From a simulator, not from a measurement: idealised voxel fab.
This section sets out a process module, namely voxel self aligned contacts.
The cross-section on display is named cut; it measures 150 nm wide, and its cells are 5 nm squares.
Think of the cross-section as a grid of square cells. We describe it in bands, top to bottom, and each band covers one or more rows of those cells. Heads up on the band format: heights come first, top then bottom, in nm. After that it's the materials left to right, each with its width in nm. A single material flagged "everywhere" fills the whole band edge to edge, and "air" means there's empty space there. Height 0 is the level under which the wafer as received is all one material. The lowest band goes on downwards, as in "0 -> down". When a width is written as two numbers, as in "30->40", the first number is the width in the top row of cells of the band and the second is the width in its bottom row, and the width changes by the same amount from each row to the next. Reading "changes: none" for a step: not a cell of the cross-section changed in it. Trapped void list: empty space of 8 cells or more with no open way to the top, each as width x height at its distance from the left edge, in nm. Heads up: the bit after the settings on a step's line is the simulator's remark on that step. On any step carrying a mask, the "overlay nm" setting, if present on the step's line, tells how far right of its planned place the mask lay; negative values point to the left.
-- Steps planned for the process
step 1: RECEIVE, material Si
step 2: CONFORMAL_DEP, material SiO2, thk nm 5
step 3: DIRECTIONAL_DEP, material polySi, thk nm 30
step 4: DIRECTIONAL_DEP, material SiN, thk nm 20
step 5: MASKED_ETCH, tone cover, mask id GATE, width nm 30, pitch nm 60, etch materials SiN, depth nm 20, overlay nm 0
step 6: MASKED_ETCH, tone cover, mask id GATE, width nm 30, pitch nm 60, etch materials polySi, depth nm 30, overlay nm 0
step 7: CONFORMAL_DEP, material SiN, thk nm 5
step 8: DIRECTIONAL_ETCH, etch materials SiN, depth nm 5
step 9: FILL_DEP, material SiO2, thk nm 20
step 10: CMP, height nm 65
step 11: DIRECTIONAL_DEP, material aC, thk nm 15
step 12: PATTERN, tone open, mask id CONTACT, material resist, width nm 40, thk nm 30, overlay nm 0
step 13: DIRECTIONAL_ETCH, etch materials aC, depth nm 15
step 14: STRIP, etch materials resist
step 15: DIRECTIONAL_ETCH, etch materials SiO2, depth nm 65
step 16: STRIP, etch materials aC
step 17: CONFORMAL_DEP, material TiN, thk nm 5
step 18: FILL_DEP, material W, thk nm 5
step 19: CMP, height nm 65
step 20: CONFORMAL_DEP, material SiN, thk nm 5
-- This is the cross-section of the wafer as we received it, i.e. after step 1
- 0 -> down = Si everywhere
- Trapped void list: none
-- Cross-sectional result after module completion. Note: starting condition and plan are unchanged from above; one processing mistake was made
- 70 -> 65 = SiN everywhere
- 65 -> 55 = TiN everywhere
- 55 -> 35 = 25 of TiN, then 40 of SiN, then 20 of TiN, then 40 of SiN, then 25 of TiN
- 35 -> 5 = 25 of TiN, then 5 of SiN, then 30 of polySi, then 5 of SiN, then 20 of TiN, then 5 of SiN, then 30 of polySi, then 5 of SiN, then 25 of TiN
- 5 -> 0 = SiO2 everywhere
- 0 -> down = Si everywhere
- Trapped void list: none
Here's what went sideways: step 9 was not run as planned; what actually ran was FILL_DEP, material TiN, thk nm 20
